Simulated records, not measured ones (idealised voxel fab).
The document below concerns the process module designated voxel transistor to metal.
The width of the displayed cross-section, cut, is 185 nm; its cells are square, with a size of 5 nm.
A cross-section in this document is a grid of square cells, and it is written down as bands, the top band listed before the ones below it; a band is made up of one or more rows of cells. It is stipulated that each band's entry specify, in nanometres, the height of the top of the band and then that of its bottom, followed by the materials of the band in left-to-right sequence, each together with its width in nanometres. A single material marked by the word "throughout" is understood to fill the band from edge to edge; the word "air" is understood to denote empty space. Heights are measured from 0, the level below which the as-received wafer is all one material; the lowest band has no bottom and continues downward, written as in "top 0, no bottom". The width entry "30..40" should be interpreted row by row: the top row of cells in the band takes the first number, the bottom row takes the second number, and the change between adjacent rows is uniform throughout. You'll sometimes find "no change" written for a step, and that's the way of saying that nowhere in the cross-section did a cell change during that step. "Sealed void listing" specifies each empty space that is not open to the top and that occupies no fewer than 8 cells, using the form width x height at distance, the distance measured from the left edge and all three quantities in nm. Text after the settings on a step's line: the simulator's own remark on that step. overlay nm: how far to the right of its planned place the mask lay on this masked step (negative: to the left).

Planned step list for the process:
1: op RECEIVE | material Si
2: op CONFORMAL_DEP | material SiO2 | thk nm 5
3: op CONFORMAL_DEP | material SiN | thk nm 10
4: op PATTERN | tone cover | mask id ACTIVE | material resist | width nm 85 | thk nm 20 | overlay nm 0
5: op DIRECTIONAL_ETCH | etch materials SiN | depth nm 10
6: op DIRECTIONAL_ETCH | etch materials SiO2 | depth nm 5
7: op DIRECTIONAL_ETCH | etch materials Si | depth nm 20
8: op STRIP | etch materials resist
9: op OXIDIZE | depth nm 5
10: op FILL_DEP | material SiO2 | thk nm 15
11: op CMP | height nm 15
12: op SELECTIVE_ETCH | etch materials SiO2 | depth nm 5
13: op STRIP | etch materials SiN
14: op SELECTIVE_ETCH | etch materials SiO2 | depth nm 5
15: op OXIDIZE | depth nm 5
16: op DIRECTIONAL_DEP | material polySi | thk nm 25
17: op DIRECTIONAL_DEP | material SiCN | thk nm 15
18: op DIRECTIONAL_DEP | material aC | thk nm 10
19: op PATTERN | tone cover | mask id GATE | material resist | width nm 15 | thk nm 25 | overlay nm 0
20: op DIRECTIONAL_ETCH | etch materials aC | depth nm 10
21: op STRIP | etch materials resist
22: op DIRECTIONAL_ETCH | etch materials SiCN | depth nm 25
23: op DIRECTIONAL_ETCH | etch materials polySi | depth nm 35
24: op STRIP | etch materials aC
25: op CONFORMAL_DEP | material SiN | thk nm 10
26: op DIRECTIONAL_ETCH | etch materials SiN | depth nm 10
27: op DIRECTIONAL_ETCH | etch materials SiO2 | depth nm 5
28: op EPI | material SiGe | thk nm 5
29: op FILL_DEP | material SiO2 | thk nm 10
30: op CMP | height nm 40
31: op DIRECTIONAL_DEP | material SiO2 | thk nm 15
32: op MASKED_ETCH | tone open | mask id CONTACT | width nm 15 | pitch nm 60 | etch materials SiO2 | depth nm 55 | overlay nm 0
33: op CONFORMAL_DEP | material TiN | thk nm 5
34: op FILL_DEP | material W | thk nm 5
35: op CMP | height nm 55
36: op CONFORMAL_DEP | material SiCN | thk nm 5
37: op DIRECTIONAL_DEP | material SiO2 | thk nm 20
38: op PATTERN | tone open | mask id METAL_1 | material resist | width nm 15 | pitch nm 60 | thk nm 15 | overlay nm 0
39: op DIRECTIONAL_ETCH | etch materials SiO2 | depth nm 20
40: op DIRECTIONAL_ETCH | etch materials SiCN | depth nm 5
41: op STRIP | etch materials resist
42: op CONFORMAL_DEP | material TiN | thk nm 5
43: op FILL_DEP | material Cu | thk nm 5
44: op CMP | height nm 70
45: op CONFORMAL_DEP | material SiN | thk nm 5
The wafers are alike at the start. At step 44, their height nm differs. The plan lists the first wafer's value.

Cross-section of the first of several wafers on receipt, reflecting completion of step 1:
  top 0, no bottom  Si throughout
  Sealed void listing: none

Last step of the module is step 45; after it, the first of several wafers in cross-section:
  top 75, bottom 70  SiN throughout
  top 70, bottom 60  55 nm SiO2; 5 nm TiN; 5 nm Cu; 5 nm TiN; 45 nm SiO2; 5 nm TiN; 5 nm Cu; 5 nm TiN; 55 nm SiO2
  top 60, bottom 55  55 nm SiCN; 15 nm TiN; 45 nm SiCN; 15 nm TiN; 55 nm SiCN
  top 55, bottom 40  55 nm SiO2; 5 nm TiN; 5 nm W; 5 nm TiN; 45 nm SiO2; 5 nm TiN; 5 nm W; 5 nm TiN; 55 nm SiO2
  top 40, bottom 25  55 nm SiO2; 5 nm TiN; 5 nm W; 5 nm TiN; 5 nm SiO2; 10 nm SiN; 15 nm SiCN; 10 nm SiN; 5 nm SiO2; 5 nm TiN; 5 nm W; 5 nm TiN; 55 nm SiO2
  top 25, bottom 5  55 nm SiO2; 5 nm TiN; 5 nm W; 5 nm TiN; 5 nm SiO2; 10 nm SiN; 15 nm polySi; 10 nm SiN; 5 nm SiO2; 5 nm TiN; 5 nm W; 5 nm TiN; 55 nm SiO2
  top 5, bottom 0  45 nm SiO2; 10 nm SiN; 15 nm TiN; 5 nm SiO2; 10 nm SiN; 15 nm polySi; 10 nm SiN; 5 nm SiO2; 15 nm TiN; 10 nm SiN; 45 nm SiO2
  top 0, bottom -5  55 nm SiO2; 20 nm SiGe; 35 nm SiO2; 20 nm SiGe; 55 nm SiO2
  top -5, bottom -25  55 nm SiO2; 75 nm Si; 55 nm SiO2
  top -25, no bottom  Si throughout
  Sealed void listing: none

Cross-section, last wafer, module completion:
  top 95, bottom 90  SiN throughout
  top 90, bottom 85  Cu throughout
  top 85, bottom 80  60 nm TiN; 5 nm Cu; 55 nm TiN; 5 nm Cu; 60 nm TiN
  top 80, bottom 60  55 nm SiO2; 5 nm TiN; 5 nm Cu; 5 nm TiN; 45 nm SiO2; 5 nm TiN; 5 nm Cu; 5 nm TiN; 55 nm SiO2
  top 60, bottom 55  55 nm SiCN; 15 nm TiN; 45 nm SiCN; 15 nm TiN; 55 nm SiCN
  top 55, bottom 40  55 nm SiO2; 5 nm TiN; 5 nm W; 5 nm TiN; 45 nm SiO2; 5 nm TiN; 5 nm W; 5 nm TiN; 55 nm SiO2
  top 40, bottom 25  55 nm SiO2; 5 nm TiN; 5 nm W; 5 nm TiN; 5 nm SiO2; 10 nm SiN; 15 nm SiCN; 10 nm SiN; 5 nm SiO2; 5 nm TiN; 5 nm W; 5 nm TiN; 55 nm SiO2
  top 25, bottom 5  55 nm SiO2; 5 nm TiN; 5 nm W; 5 nm TiN; 5 nm SiO2; 10 nm SiN; 15 nm polySi; 10 nm SiN; 5 nm SiO2; 5 nm TiN; 5 nm W; 5 nm TiN; 55 nm SiO2
  top 5, bottom 0  45 nm SiO2; 10 nm SiN; 15 nm TiN; 5 nm SiO2; 10 nm SiN; 15 nm polySi; 10 nm SiN; 5 nm SiO2; 15 nm TiN; 10 nm SiN; 45 nm SiO2
  top 0, bottom -5  55 nm SiO2; 20 nm SiGe; 35 nm SiO2; 20 nm SiGe; 55 nm SiO2
  top -5, bottom -25  55 nm SiO2; 75 nm Si; 55 nm SiO2
  top -25, no bottom  Si throughout
  Sealed void listing: none

Tabulated below, wafer by wafer, are the end-of-module results: for each material, the number of cells gained (+) or lost (-) relative to the as-received state, followed by the closed voids:
height nm 70 | +4 Cu | -125 Si | +40 SiCN | +8 SiGe | +73 SiN | +460 SiO2 | +60 TiN | +20 W | +15 polySi | Sealed void listing: none
height nm 75 | +6 Cu | -125 Si | +40 SiCN | +8 SiGe | +73 SiN | +491 SiO2 | +64 TiN | +20 W | +15 polySi | Sealed void listing: none
height nm 80 | +8 Cu | -125 Si | +40 SiCN | +8 SiGe | +73 SiN | +522 SiO2 | +68 TiN | +20 W | +15 polySi | Sealed void listing: none
height nm 85 | +10 Cu | -125 Si | +40 SiCN | +8 SiGe | +73 SiN | +522 SiO2 | +103 TiN | +20 W | +15 polySi | Sealed void listing: none
height nm 90 | +47 Cu | -125 Si | +40 SiCN | +8 SiGe | +73 SiN | +522 SiO2 | +103 TiN | +20 W | +15 polySi | Sealed void listing: none
